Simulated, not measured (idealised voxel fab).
This is a process module. Its name is voxel ribs on slabs.
Cross-sectional view cut (width: 295 nm; square cell size: 5 nm).
A cross-section is a grid of square cells, given in bands from the top down. A band is one or more rows of cells.
Quick guide to a band line: top height, bottom height (nm) up front; then every material left to right with its width in nm. Only one material and it's marked "everywhere"? Then it fills the band edge to edge. And "empty" just means empty space.
Height reference: 0 = level under which incoming wafer is all one material. Lowest band: no bottom, runs on downward, e.g. "0 nm and below".
A two-number width, for instance "30->40", indicates that the width is equal to the first number in the top row of the band and to the second number in the bottom row, and that it changes by a constant amount per row of cells.
The cross-section has no changed cell in any step marked "no alteration".
Closed-off voids of 8+ cells (no open route to the top) go in "Voids, sealed", written width x height at distance from the left edge, in nm.
It should be noted that, on the line of a given step, the content following the step's settings is a remark produced by the simulator itself with respect to that step.
Steps that use a mask can have "overlay nm" on their line. It says how far the mask sat to the right of where it was meant to be. Negative means to the left.
[plan]
1,RECEIVE,material Si
2,DIRECTIONAL_DEP,material SiO2,thk nm 25
3,DIRECTIONAL_DEP,material SiN,thk nm 25
4,PATTERN,tone cover,mask id RIB,material resist,width nm 15,thk nm 15,overlay nm 0
5,DIRECTIONAL_ETCH,etch materials SiN,depth nm 5
6,STRIP,etch materials resist
7,MASKED_ETCH,tone cover,mask id SLAB,width nm 55,etch materials SiN,depth nm 20,overlay nm 0
8,FILL_DEP,material SiO2,thk nm 30
9,CMP,height nm 70
10,DIRECTIONAL_DEP,material TiN,thk nm 10
11,MASKED_ETCH,tone cover,mask id HEATER,width nm 25,etch materials TiN,depth nm 10,overlay nm 0
12,CONFORMAL_DEP,material SiO2,thk nm 5
[The first wafer of two, processed as planned]
[as received, after step 1]
- 0 nm and below | Si everywhere
- Voids, sealed: none
[The wafer, seen in cross-section, after step 2]
- 25 nm to 0 nm | SiO2 everywhere
- Nothing below the height 0 has changed.
[The wafer, seen in cross-section, after step 3]
- 50 nm to 25 nm | SiN everywhere
- Nothing below the height 25 has changed.
[The wafer, seen in cross-section, after step 4]
- 65 nm to 50 nm | 140 of empty; 15 of resist; 140 of empty
- Nothing below the height 50 has changed.
[The wafer, seen in cross-section, after step 5]
- 65 nm to 50 nm | 140 of empty; 15 of resist; 140 of empty
- 50 nm to 45 nm | 140 of empty; 15 of SiN; 140 of empty
- Nothing below the height 45 has changed.
[The wafer, seen in cross-section, after step 6]
- 50 nm to 45 nm | 140 of empty; 15 of SiN; 140 of empty
- Nothing below the height 45 has changed.
[The wafer, seen in cross-section, after step 7]
- 50 nm to 45 nm | 140 of empty; 15 of SiN; 140 of empty
- 45 nm to 25 nm | 120 of empty; 55 of SiN; 120 of empty
- Nothing below the height 25 has changed.
[The wafer, seen in cross-section, after step 8]
- 80 nm to 50 nm | SiO2 everywhere
- 50 nm to 45 nm | 140 of SiO2; 15 of SiN; 140 of SiO2
- 45 nm to 25 nm | 120 of SiO2; 55 of SiN; 120 of SiO2
- Nothing below the height 25 has changed.
[The wafer, seen in cross-section, after step 9]
- 70 nm to 50 nm | SiO2 everywhere
- Nothing below the height 50 has changed.
[The wafer, seen in cross-section, after step 10]
- 80 nm to 70 nm | TiN everywhere
- Nothing below the height 70 has changed.
[The wafer, seen in cross-section, after step 11]
- 80 nm to 70 nm | 135 of empty; 25 of TiN; 135 of empty
- Nothing below the height 70 has changed.
[The wafer, seen in cross-section, after step 12]
- 85 nm to 80 nm | 130 of empty; 35 of SiO2; 130 of empty
- 80 nm to 75 nm | 130 of empty; 5 of SiO2; 25 of TiN; 5 of SiO2; 130 of empty
- 75 nm to 70 nm | 135 of SiO2; 25 of TiN; 135 of SiO2
- Nothing below the height 70 has changed.
[Second Wafer (Identical Start and Plan, One Processing Error; Matches First Wafer Through Step 6)]
[Second wafer, cut view, end of step 7 per plan]
- 50 nm to 45 nm | 140 of empty; 15 of SiN; 140 of empty
- 45 nm to 25 nm | 125 of empty; 45 of SiN; 125 of empty
- Nothing below the height 25 has changed.
[Second wafer, cut view, end of step 8 per plan]
- 80 nm to 50 nm | SiO2 everywhere
- 50 nm to 45 nm | 140 of SiO2; 15 of SiN; 140 of SiO2
- 45 nm to 25 nm | 125 of SiO2; 45 of SiN; 125 of SiO2
- Nothing below the height 25 has changed.
[Second wafer, cut view, end of step 9 per plan]
- 70 nm to 50 nm | SiO2 everywhere
- Nothing below the height 50 has changed.
[Second wafer, cut view, end of step 10 per plan]
- 80 nm to 70 nm | TiN everywhere
- Nothing below the height 70 has changed.
[Second wafer, cut view, end of step 11 per plan]
- 80 nm to 70 nm | 135 of empty; 25 of TiN; 135 of empty
- Nothing below the height 70 has changed.
[Second wafer, cut view, end of step 12 per plan]
- 85 nm to 80 nm | 130 of empty; 35 of SiO2; 130 of empty
- 80 nm to 75 nm | 130 of empty; 5 of SiO2; 25 of TiN; 5 of SiO2; 130 of empty
- 75 nm to 70 nm | 135 of SiO2; 25 of TiN; 135 of SiO2
- Nothing below the height 70 has changed.
Plan not followed: step 7 did not happen as planned, as run it was MASKED_ETCH,tone cover,mask id SLAB,width nm 45,etch materials SiN,depth nm 20,overlay nm 0
at the end the second wafer has, in cells: -8 SiN; +8 SiO2
